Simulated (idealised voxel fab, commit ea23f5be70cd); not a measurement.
Documented hereafter: the process module known as voxel ribs on slabs.
The cross-section shown here is cut; it is 145 nm wide and divided into square cells measuring 5 nm on a side.
Square cells in a grid make up a cross-section in this document, and the grid is given as bands, listed from the top down, each one or more rows of cells.
Band entry format. Leading values: height of top, height of bottom, nm. Remainder: materials in left-to-right order, each with its width in nm. Special words: "everywhere" on a single material, which then fills the band edge to edge; "blank", empty space.
Below 0: as-received wafer, all one material; heights counted from there. Lowest band: no bottom, goes on down, written "z 0 and below".
A two-number width, for instance "30..40", indicates that the width is equal to the first number in the top row of the band and to the second number in the bottom row, and that it changes by a constant amount per row of cells.
Where the words "no modifications" appear for a step, the cross-section shows no cell changed by that step; every cell remained as before.
"Sealed cavities" - sealed voids, min. 8 cells, no opening to top; format: width x height at distance (distance from left edge; nm throughout).
Text after the settings on a step's line: the simulator's own remark on that step.
The "overlay nm" setting may appear on a step's line; for a step that uses a mask, it gives how far to the right of its planned position the mask lay, and a negative value indicates the left.
# The steps planned for the process are as follows
| 1 | RECEIVE,material Si |
| 2 | DIRECTIONAL_DEP,material SiO2,thk nm 30 |
| 3 | DIRECTIONAL_DEP,material polySi,thk nm 20 |
| 4 | DIRECTIONAL_DEP,material aC,thk nm 15 |
| 5 | PATTERN,tone cover,mask id RIB,material resist,width nm 30,thk nm 35,overlay nm 0 |
| 6 | DIRECTIONAL_ETCH,etch materials aC,depth nm 15 |
| 7 | STRIP,etch materials resist |
| 8 | DIRECTIONAL_ETCH,etch materials polySi,depth nm 15 |
| 9 | STRIP,etch materials aC |
| 10 | PATTERN,tone cover,mask id SLAB,material resist,width nm 90,thk nm 15,overlay nm 0 |
| 11 | DIRECTIONAL_ETCH,etch materials polySi,depth nm 5 |
| 12 | STRIP,etch materials resist |
| 13 | FILL_DEP,material SiO2,thk nm 25 |
| 14 | CMP,height nm 70 |
| 15 | DIRECTIONAL_DEP,material TiN,thk nm 5 |
| 16 | PATTERN,tone cover,mask id HEATER,material resist,width nm 40,thk nm 15,overlay nm 0 |
| 17 | DIRECTIONAL_ETCH,etch materials TiN,depth nm 5 |
| 18 | STRIP,etch materials resist |
| 19 | CONFORMAL_DEP,material SiO2,thk nm 10 |
# Cross-section: wafer on arrival = after step 1
> z 0 and below = Si everywhere
> Sealed cavities: none
# Cross-sectional result after module completion. Note: starting condition and plan are unchanged from above; one processing mistake was made
> z 85 to 75 = SiO2 everywhere
> z 75 to 70 = aC everywhere
> z 70 to 50 = SiO2 everywhere
> z 50 to 35 = 55 SiO2 / 30 polySi / 60 SiO2
> z 35 to 30 = 25 SiO2 / 90 polySi / 30 SiO2
> z 30 to 0 = SiO2 everywhere
> z 0 and below = Si everywhere
> Sealed cavities: none
Nonconformance to the process plan: it should be noted that step 15 was executed with settings other than those planned, the operation and settings actually applied being DIRECTIONAL_DEP,material aC,thk nm 5
